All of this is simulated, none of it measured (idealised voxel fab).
process module | voxel self aligned contacts
cross-section cut | 200 nm wide | cells 5 nm
A cross-section is a grid of square cells, given in bands from the top down. A band is one or more rows of cells.
Each band's line starts with the height of the band's top and of its bottom, in nm. Then come its materials from left to right, each with its width in nm. One material with "throughout" fills the band from edge to edge. "air" is empty space.
Height 0 is the level under which the wafer as received is all one material. The lowest band goes on downwards, as in "0 down".
A width such as "30 to 40" changes by the same amount from each row of cells to the next, from the band's top row to its bottom row.
"no change" after a step means that no cell of the cross-section changed.
closed voids: empty space of 8 cells or more with no open way to the top, each as width x height at its distance from the left edge, in nm
after a step's settings: what the simulator itself notes on the step
overlay nm, on a step with a mask: how far to the right of its planned place the mask lay; to the left if negative
plan
1 op RECEIVE | material Si
2 op OXIDIZE | depth nm 5
3 op DIRECTIONAL_DEP | material polySi | thk nm 30
4 op DIRECTIONAL_DEP | material SiN | thk nm 20
5 op DIRECTIONAL_DEP | material aC | thk nm 15
6 op PATTERN | tone cover | mask id GATE | material resist | width nm 25 | pitch nm 60 | thk nm 35 | overlay nm 0
7 op DIRECTIONAL_ETCH | etch materials aC | depth nm 15
8 op STRIP | etch materials resist
9 op DIRECTIONAL_ETCH | etch materials SiN | depth nm 20
10 op DIRECTIONAL_ETCH | etch materials polySi | depth nm 20
11 op STRIP | etch materials aC
12 op CONFORMAL_DEP | material SiN | thk nm 10
13 op DIRECTIONAL_ETCH | etch materials SiN | depth nm 10
14 op FILL_DEP | material SiO2 | thk nm 20
15 op CMP | height nm 60
16 op PATTERN | tone open | mask id CONTACT | material resist | width nm 45 | pitch nm 60 | thk nm 15 | overlay nm 0
17 op DIRECTIONAL_ETCH | etch materials SiO2 | depth nm 65
18 op STRIP | etch materials resist
19 op CONFORMAL_DEP | material TiN | thk nm 5
20 op FILL_DEP | material Ru | thk nm 10
21 op CMP | height nm 60
22 op CONFORMAL_DEP | material SiCN | thk nm 5
varied across the wafers: depth nm of step 10. The plan shows the first wafer's value. All wafers start alike
first wafer as received, after step 1
  0 down: Si throughout
  closed voids: none
each wafer at the end: cells of each material gained (+) or lost (-) since it was received, then its closed voids
depth nm 20 | +30 Ru | -40 Si | +40 SiCN | +156 SiN | +140 SiO2 | +54 TiN | +140 polySi | closed voids: none
depth nm 25 | +32 Ru | -40 Si | +40 SiCN | +168 SiN | +147 SiO2 | +58 TiN | +115 polySi | closed voids: none
depth nm 30 | +36 Ru | -40 Si | +40 SiCN | +180 SiN | +148 SiO2 | +66 TiN | +90 polySi | closed voids: none
depth nm 35 | +36 Ru | -40 Si | +40 SiCN | +180 SiN | +148 SiO2 | +66 TiN | +90 polySi | closed voids: none
depth nm 40 | +36 Ru | -40 Si | +40 SiCN | +180 SiN | +148 SiO2 | +66 TiN | +90 polySi | closed voids: none
depth nm 45 | +36 Ru | -40 Si | +40 SiCN | +180 SiN | +148 SiO2 | +66 TiN | +90 polySi | closed voids: none
